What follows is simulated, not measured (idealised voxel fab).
process module | voxel self aligned contacts
cross-section cut | 260 nm wide | cells 5 nm
A cross-section is a grid of square cells, given in bands from the top down. A band is one or more rows of cells.
Each band's line starts with the height of the band's top and of its bottom, in nm. Then come its materials from left to right, each with its width in nm. One material with "throughout" fills the band from edge to edge. "air" is empty space.
Height 0 is the level under which the wafer as received is all one material. The lowest band goes on downwards, as in "0 down".
A width such as "30 to 40" changes by the same amount from each row of cells to the next, from the band's top row to its bottom row.
"no change" after a step means that no cell of the cross-section changed.
closed voids: empty space of 8 cells or more with no open way to the top, each as width x height at its distance from the left edge, in nm
after a step's settings: what the simulator itself notes on the step
overlay nm, on a step with a mask: how far to the right of its planned place the mask lay; to the left if negative
plan
1 op RECEIVE | material Si
2 op CONFORMAL_DEP | material SiO2 | thk nm 5
3 op DIRECTIONAL_DEP | material polySi | thk nm 30
4 op DIRECTIONAL_DEP | material SiN | thk nm 25
5 op MASKED_ETCH | tone cover | mask id GATE | width nm 25 | pitch nm 60 | etch materials SiN | depth nm 25 | overlay nm 0
6 op MASKED_ETCH | tone cover | mask id GATE | width nm 25 | pitch nm 60 | etch materials polySi | depth nm 30 | overlay nm 0
7 op CONFORMAL_DEP | material SiN | thk nm 10
8 op DIRECTIONAL_ETCH | etch materials SiN | depth nm 10
9 op FILL_DEP | material SiO2 | thk nm 15
10 op CMP | height nm 65
11 op MASKED_ETCH | tone open | mask id CONTACT | width nm 45 | pitch nm 60 | etch materials SiO2 | depth nm 65 | overlay nm 0
12 op CONFORMAL_DEP | material TiN | thk nm 5
13 op FILL_DEP | material W | thk nm 5
14 op CMP | height nm 65
15 op CONFORMAL_DEP | material SiCN | thk nm 5
first wafer, as planned
as received, after step 1
  0 down: Si throughout
  closed voids: none
after step 2
  5 to 0: SiO2 throughout
  below 0: unchanged
after step 3
  35 to 5: polySi throughout
  below 5: unchanged
after step 4
  60 to 35: SiN throughout
  below 35: unchanged
after step 5
  60 to 35: air 55 | SiN 25 | air 35 | SiN 25 | air 35 | SiN 25 | air 60
  below 35: unchanged
after step 6
  60 to 35: air 55 | SiN 25 | air 35 | SiN 25 | air 35 | SiN 25 | air 60
  35 to 5: air 55 | polySi 25 | air 35 | polySi 25 | air 35 | polySi 25 | air 60
  below 5: unchanged
after step 7
  70 to 35: air 45 | SiN 45 | air 15 | SiN 45 | air 15 | SiN 45 | air 50
  35 to 15: air 45 | SiN 10 | polySi 25 | SiN 10 | air 15 | SiN 10 | polySi 25 | SiN 10 | air 15 | SiN 10 | polySi 25 | SiN 10 | air 50
  15 to 5: SiN 55 | polySi 25 | SiN 35 | polySi 25 | SiN 35 | polySi 25 | SiN 60
  below 5: unchanged
after step 8
  60 to 35: air 45 | SiN 45 | air 15 | SiN 45 | air 15 | SiN 45 | air 50
  35 to 5: air 45 | SiN 10 | polySi 25 | SiN 10 | air 15 | SiN 10 | polySi 25 | SiN 10 | air 15 | SiN 10 | polySi 25 | SiN 10 | air 50
  below 5: unchanged
after step 9
  75 to 60: SiO2 throughout
  60 to 35: SiO2 45 | SiN 45 | SiO2 15 | SiN 45 | SiO2 15 | SiN 45 | SiO2 50
  35 to 5: SiO2 45 | SiN 10 | polySi 25 | SiN 10 | SiO2 15 | SiN 10 | polySi 25 | SiN 10 | SiO2 15 | SiN 10 | polySi 25 | SiN 10 | SiO2 50
  below 5: unchanged
after step 10
  65 to 60: SiO2 throughout
  below 60: unchanged
after step 11
  65 to 60: SiO2 75 | air 45 | SiO2 15 | air 45 | SiO2 80
  60 to 35: SiO2 45 | SiN 45 | air 15 | SiN 45 | air 15 | SiN 45 | SiO2 50
  35 to 5: SiO2 45 | SiN 10 | polySi 25 | SiN 10 | air 15 | SiN 10 | polySi 25 | SiN 10 | air 15 | SiN 10 | polySi 25 | SiN 10 | SiO2 50
  5 to 0: SiO2 90 | air 15 | SiO2 45 | air 15 | SiO2 95
  below 0: unchanged
after step 12
  70 to 65: TiN 80 | air 35 | TiN 25 | air 35 | TiN 85
  65 to 60: SiO2 75 | TiN 20 | air 5 | TiN 20 | SiO2 15 | TiN 20 | air 5 | TiN 20 | SiO2 80
  60 to 35: SiO2 45 | SiN 45 | TiN 5 | air 5 | TiN 5 | SiN 45 | TiN 5 | air 5 | TiN 5 | SiN 45 | SiO2 50
  35 to 5: SiO2 45 | SiN 10 | polySi 25 | SiN 10 | TiN 5 | air 5 | TiN 5 | SiN 10 | polySi 25 | SiN 10 | TiN 5 | air 5 | TiN 5 | SiN 10 | polySi 25 | SiN 10 | SiO2 50
  5 to 0: SiO2 90 | TiN 15 | SiO2 45 | TiN 15 | SiO2 95
  below 0: unchanged
after step 13
  75 to 70: W throughout
  70 to 65: TiN 80 | W 35 | TiN 25 | W 35 | TiN 85
  65 to 60: SiO2 75 | TiN 20 | W 5 | TiN 20 | SiO2 15 | TiN 20 | W 5 | TiN 20 | SiO2 80
  60 to 35: SiO2 45 | SiN 45 | TiN 5 | W 5 | TiN 5 | SiN 45 | TiN 5 | W 5 | TiN 5 | SiN 45 | SiO2 50
  35 to 5: SiO2 45 | SiN 10 | polySi 25 | SiN 10 | TiN 5 | W 5 | TiN 5 | SiN 10 | polySi 25 | SiN 10 | TiN 5 | W 5 | TiN 5 | SiN 10 | polySi 25 | SiN 10 | SiO2 50
  below 5: unchanged
after step 14
  65 to 60: SiO2 75 | TiN 20 | W 5 | TiN 20 | SiO2 15 | TiN 20 | W 5 | TiN 20 | SiO2 80
  below 60: unchanged
after step 15
  70 to 65: SiCN throughout
  below 65: unchanged
second wafer: like start, like plan, one mistake. Through step 1 it matches the first wafer
when step 2 should have ended
  15 to 0: SiO2 throughout
  below 0: unchanged
when step 3 should have ended
  45 to 15: polySi throughout
  below 15: unchanged
when step 4 should have ended
  70 to 45: SiN throughout
  below 45: unchanged
when step 5 should have ended
  70 to 45: air 55 | SiN 25 | air 35 | SiN 25 | air 35 | SiN 25 | air 60
  below 45: unchanged
when step 6 should have ended
  70 to 45: air 55 | SiN 25 | air 35 | SiN 25 | air 35 | SiN 25 | air 60
  45 to 15: air 55 | polySi 25 | air 35 | polySi 25 | air 35 | polySi 25 | air 60
  below 15: unchanged
when step 7 should have ended
  80 to 45: air 45 | SiN 45 | air 15 | SiN 45 | air 15 | SiN 45 | air 50
  45 to 25: air 45 | SiN 10 | polySi 25 | SiN 10 | air 15 | SiN 10 | polySi 25 | SiN 10 | air 15 | SiN 10 | polySi 25 | SiN 10 | air 50
  25 to 15: SiN 55 | polySi 25 | SiN 35 | polySi 25 | SiN 35 | polySi 25 | SiN 60
  below 15: unchanged
when step 8 should have ended
  70 to 45: air 45 | SiN 45 | air 15 | SiN 45 | air 15 | SiN 45 | air 50
  45 to 15: air 45 | SiN 10 | polySi 25 | SiN 10 | air 15 | SiN 10 | polySi 25 | SiN 10 | air 15 | SiN 10 | polySi 25 | SiN 10 | air 50
  below 15: unchanged
when step 9 should have ended
  85 to 70: SiO2 throughout
  70 to 45: SiO2 45 | SiN 45 | SiO2 15 | SiN 45 | SiO2 15 | SiN 45 | SiO2 50
  45 to 15: SiO2 45 | SiN 10 | polySi 25 | SiN 10 | SiO2 15 | SiN 10 | polySi 25 | SiN 10 | SiO2 15 | SiN 10 | polySi 25 | SiN 10 | SiO2 50
  below 15: unchanged
when step 10 should have ended
  65 to 45: SiO2 45 | SiN 45 | SiO2 15 | SiN 45 | SiO2 15 | SiN 45 | SiO2 50
  below 45: unchanged
when step 11 should have ended
  65 to 45: SiO2 45 | SiN 45 | air 15 | SiN 45 | air 15 | SiN 45 | SiO2 50
  45 to 15: SiO2 45 | SiN 10 | polySi 25 | SiN 10 | air 15 | SiN 10 | polySi 25 | SiN 10 | air 15 | SiN 10 | polySi 25 | SiN 10 | SiO2 50
  15 to 0: SiO2 90 | air 15 | SiO2 45 | air 15 | SiO2 95
  below 0: unchanged
when step 12 should have ended
  70 to 65: TiN 95 | air 5 | TiN 55 | air 5 | TiN 100
  65 to 45: SiO2 45 | SiN 45 | TiN 5 | air 5 | TiN 5 | SiN 45 | TiN 5 | air 5 | TiN 5 | SiN 45 | SiO2 50
  45 to 15: SiO2 45 | SiN 10 | polySi 25 | SiN 10 | TiN 5 | air 5 | TiN 5 | SiN 10 | polySi 25 | SiN 10 | TiN 5 | air 5 | TiN 5 | SiN 10 | polySi 25 | SiN 10 | SiO2 50
  15 to 5: SiO2 90 | TiN 5 | air 5 | TiN 5 | SiO2 45 | TiN 5 | air 5 | TiN 5 | SiO2 95
  5 to 0: SiO2 90 | TiN 15 | SiO2 45 | TiN 15 | SiO2 95
  below 0: unchanged
when step 13 should have ended
  75 to 70: W throughout
  70 to 65: TiN 95 | W 5 | TiN 55 | W 5 | TiN 100
  65 to 45: SiO2 45 | SiN 45 | TiN 5 | W 5 | TiN 5 | SiN 45 | TiN 5 | W 5 | TiN 5 | SiN 45 | SiO2 50
  45 to 15: SiO2 45 | SiN 10 | polySi 25 | SiN 10 | TiN 5 | W 5 | TiN 5 | SiN 10 | polySi 25 | SiN 10 | TiN 5 | W 5 | TiN 5 | SiN 10 | polySi 25 | SiN 10 | SiO2 50
  15 to 5: SiO2 90 | TiN 5 | W 5 | TiN 5 | SiO2 45 | TiN 5 | W 5 | TiN 5 | SiO2 95
  below 5: unchanged
when step 14 should have ended
  65 to 45: SiO2 45 | SiN 45 | TiN 5 | W 5 | TiN 5 | SiN 45 | TiN 5 | W 5 | TiN 5 | SiN 45 | SiO2 50
  below 45: unchanged
when step 15 should have ended
  70 to 65: SiCN throughout
  below 65: unchanged
what went wrong: step 2 ran as: op CONFORMAL_DEP | material SiO2 | thk nm 15
at the end the second wafer has, in cells: 27 fewer of SiN | 39 more of SiO2 | 12 fewer of TiN
